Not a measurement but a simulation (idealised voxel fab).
process module | voxel transistor to metal
cross-section cut | 175 nm wide | cells 5 nm
A cross-section is a grid of square cells, given in bands from the top down. A band is one or more rows of cells.
Each band's line starts with the height of the band's top and of its bottom, in nm. Then come its materials from left to right, each with its width in nm. One material with "throughout" fills the band from edge to edge. "air" is empty space.
Height 0 is the level under which the wafer as received is all one material. The lowest band goes on downwards, as in "0 down".
A width such as "30 to 40" changes by the same amount from each row of cells to the next, from the band's top row to its bottom row.
"no change" after a step means that no cell of the cross-section changed.
closed voids: empty space of 8 cells or more with no open way to the top, each as width x height at its distance from the left edge, in nm
after a step's settings: what the simulator itself notes on the step
overlay nm, on a step with a mask: how far to the right of its planned place the mask lay; to the left if negative
plan
1 op RECEIVE | material Si
2 op OXIDIZE | depth nm 5
3 op CONFORMAL_DEP | material SiN | thk nm 15
4 op MASKED_ETCH | tone cover | mask id ACTIVE | width nm 105 | etch materials SiN | depth nm 15 | overlay nm 0
5 op MASKED_ETCH | tone cover | mask id ACTIVE | width nm 105 | etch materials SiO2 | depth nm 5 | overlay nm 0
6 op MASKED_ETCH | tone cover | mask id ACTIVE | width nm 105 | etch materials Si | depth nm 25 | overlay nm 0
7 op OXIDIZE | depth nm 5
8 op FILL_DEP | material SiO2 | thk nm 5
9 op CMP | height nm 15
10 op SELECTIVE_ETCH | etch materials SiO2 | depth nm 15
11 op STRIP | etch materials SiN
12 op SELECTIVE_ETCH | etch materials SiO2 | depth nm 5
13 op OXIDIZE | depth nm 5
14 op DIRECTIONAL_DEP | material polySi | thk nm 20
15 op DIRECTIONAL_DEP | material SiCN | thk nm 10
16 op DIRECTIONAL_DEP | material aC | thk nm 15
17 op PATTERN | tone cover | mask id GATE | material resist | width nm 35 | thk nm 35 | overlay nm 0
18 op DIRECTIONAL_ETCH | etch materials aC | depth nm 15
19 op STRIP | etch materials resist
20 op DIRECTIONAL_ETCH | etch materials SiCN | depth nm 20
21 op DIRECTIONAL_ETCH | etch materials polySi | depth nm 30
22 op STRIP | etch materials aC
23 op CONFORMAL_DEP | material SiN | thk nm 5
24 op DIRECTIONAL_ETCH | etch materials SiN | depth nm 5
25 op DIRECTIONAL_ETCH | etch materials SiO2 | depth nm 5
26 op DIRECTIONAL_ETCH | etch materials Si | depth nm 10
27 op EPI | material SiGe | thk nm 15
28 op FILL_DEP | material SiO2 | thk nm 5
29 op CMP | height nm 15
30 op STRIP | etch materials polySi
31 op SELECTIVE_ETCH | etch materials SiO2 | depth nm 5
32 op CONFORMAL_DEP | material HfO2 | thk nm 5
33 op CONFORMAL_DEP | material TiN | thk nm 5
34 op FILL_DEP | material W | thk nm 5
35 op CMP | height nm 10
36 op DIRECTIONAL_DEP | material SiO2 | thk nm 15
37 op MASKED_ETCH | tone open | mask id CONTACT | width nm 15 | pitch nm 80 | etch materials SiO2 | depth nm 30 | overlay nm 0
38 op CONFORMAL_DEP | material TiN | thk nm 5
39 op FILL_DEP | material W | thk nm 5
40 op CMP | height nm 25
41 op DIRECTIONAL_DEP | material TiN | thk nm 5
42 op DIRECTIONAL_DEP | material W | thk nm 15
43 op MASKED_ETCH | tone cover | mask id METAL_1 | width nm 15 | pitch nm 80 | etch materials W | depth nm 15 | overlay nm 0
44 op MASKED_ETCH | tone cover | mask id METAL_1 | width nm 15 | pitch nm 80 | etch materials TiN | depth nm 5 | overlay nm 0
45 op CONFORMAL_DEP | material SiCN | thk nm 5
46 op FILL_DEP | material lowk | thk nm 5
47 op CMP | height nm 45
48 op CONFORMAL_DEP | material SiCN | thk nm 5
49 op DIRECTIONAL_DEP | material SiO2 | thk nm 30
50 op PATTERN | tone open | mask id METAL_2 | material resist | width nm 15 | pitch nm 80 | thk nm 15 | overlay nm -15
51 op DIRECTIONAL_ETCH | etch materials SiO2 | depth nm 15
52 op STRIP | etch materials resist
53 op DIRECTIONAL_DEP | material aC | thk nm 10
54 op PATTERN | tone open | mask id METAL_2_HOLES | material resist | width nm 15 | pitch nm 80 | thk nm 30 | overlay nm 0
55 op DIRECTIONAL_ETCH | etch materials aC | depth nm 10
56 op STRIP | etch materials resist
57 op DIRECTIONAL_ETCH | etch materials SiO2 | depth nm 15
58 op DIRECTIONAL_ETCH | etch materials SiCN | depth nm 5
59 op STRIP | etch materials aC
60 op CONFORMAL_DEP | material TiN | thk nm 5
61 op FILL_DEP | material Cu | thk nm 10
62 op CMP | height nm 80
63 op CONFORMAL_DEP | material SiCN | thk nm 5
varied across the wafers: overlay nm of step 50. The plan shows the first wafer's value. All wafers start alike
first wafer as received, after step 1
  0 down: Si throughout
  closed voids: none
first wafer at the end, after step 63
  85 to 80: SiCN throughout
  80 to 70: SiO2 25 | TiN 5 | Cu 20 | TiN 5 | SiO2 50 | TiN 5 | Cu 20 | TiN 5 | SiO2 40
  70 to 65: SiO2 25 | TiN 30 | SiO2 50 | TiN 30 | SiO2 40
  65 to 50: SiO2 throughout
  50 to 45: SiCN throughout
  45 to 30: lowk 35 | SiCN 5 | W 15 | SiCN 5 | lowk 55 | SiCN 5 | W 15 | SiCN 5 | lowk 35
  30 to 25: SiCN 40 | TiN 15 | SiCN 65 | TiN 15 | SiCN 40
  25 to 10: SiO2 40 | TiN 5 | W 5 | TiN 5 | SiO2 65 | TiN 5 | W 5 | TiN 5 | SiO2 40
  10 to 5: SiO2 40 | TiN 15 | SiO2 10 | SiN 5 | HfO2 5 | TiN 5 | W 15 | TiN 5 | HfO2 5 | SiN 5 | SiO2 10 | TiN 15 | SiO2 40
  5 to 0: SiO2 40 | TiN 10 | SiGe 15 | SiN 5 | HfO2 5 | TiN 5 | W 15 | TiN 5 | HfO2 5 | SiN 5 | SiGe 15 | TiN 10 | SiO2 40
  0 to -5: SiO2 40 | TiN 10 | SiGe 15 | SiN 5 | HfO2 5 | TiN 25 | HfO2 5 | SiN 5 | SiGe 15 | TiN 10 | SiO2 40
  -5 to -10: SiO2 35 | SiGe 30 | HfO2 45 | SiGe 30 | SiO2 35
  -10 to -20: SiO2 40 | SiGe 25 | Si 45 | SiGe 25 | SiO2 40
  -20 to -35: SiO2 40 | Si 95 | SiO2 40
  -35 down: Si throughout
  closed voids: none
last wafer at the end
  85 to 80: SiCN throughout
  80 to 70: SiO2 40 | TiN 5 | Cu 20 | TiN 5 | SiO2 50 | TiN 5 | Cu 20 | TiN 5 | SiO2 25
  70 to 65: SiO2 40 | TiN 30 | SiO2 50 | TiN 30 | SiO2 25
  65 to 50: SiO2 throughout
  50 to 45: SiCN throughout
  45 to 30: lowk 35 | SiCN 5 | W 15 | SiCN 5 | lowk 55 | SiCN 5 | W 15 | SiCN 5 | lowk 35
  30 to 25: SiCN 40 | TiN 15 | SiCN 65 | TiN 15 | SiCN 40
  25 to 10: SiO2 40 | TiN 5 | W 5 | TiN 5 | SiO2 65 | TiN 5 | W 5 | TiN 5 | SiO2 40
  10 to 5: SiO2 40 | TiN 15 | SiO2 10 | SiN 5 | HfO2 5 | TiN 5 | W 15 | TiN 5 | HfO2 5 | SiN 5 | SiO2 10 | TiN 15 | SiO2 40
  5 to 0: SiO2 40 | TiN 10 | SiGe 15 | SiN 5 | HfO2 5 | TiN 5 | W 15 | TiN 5 | HfO2 5 | SiN 5 | SiGe 15 | TiN 10 | SiO2 40
  0 to -5: SiO2 40 | TiN 10 | SiGe 15 | SiN 5 | HfO2 5 | TiN 25 | HfO2 5 | SiN 5 | SiGe 15 | TiN 10 | SiO2 40
  -5 to -10: SiO2 35 | SiGe 30 | HfO2 45 | SiGe 30 | SiO2 35
  -10 to -20: SiO2 40 | SiGe 25 | Si 45 | SiGe 25 | SiO2 40
  -20 to -35: SiO2 40 | Si 95 | SiO2 40
  -35 down: Si throughout
  closed voids: none
each wafer at the end: cells of each material gained (+) or lost (-) since it was received, then its closed voids
overlay nm -15 | +16 Cu | +15 HfO2 | -170 Si | +111 SiCN | +44 SiGe | +6 SiN | +407 SiO2 | +61 TiN | +30 W | +75 lowk | closed voids: none
overlay nm -10 | +12 Cu | +15 HfO2 | -170 Si | +109 SiCN | +44 SiGe | +6 SiN | +407 SiO2 | +67 TiN | +30 W | +75 lowk | closed voids: none
overlay nm -5 | +8 Cu | +15 HfO2 | -170 Si | +107 SiCN | +44 SiGe | +6 SiN | +407 SiO2 | +73 TiN | +30 W | +75 lowk | closed voids: none
overlay nm 0 | +12 Cu | +15 HfO2 | -170 Si | +105 SiCN | +44 SiGe | +6 SiN | +407 SiO2 | +71 TiN | +30 W | +75 lowk | closed voids: none
overlay nm 5 | +8 Cu | +15 HfO2 | -170 Si | +107 SiCN | +44 SiGe | +6 SiN | +407 SiO2 | +73 TiN | +30 W | +75 lowk | closed voids: none
overlay nm 10 | +12 Cu | +15 HfO2 | -170 Si | +109 SiCN | +44 SiGe | +6 SiN | +407 SiO2 | +67 TiN | +30 W | +75 lowk | closed voids: none
overlay nm 15 | +16 Cu | +15 HfO2 | -170 Si | +111 SiCN | +44 SiGe | +6 SiN | +407 SiO2 | +61 TiN | +30 W | +75 lowk | closed voids: none
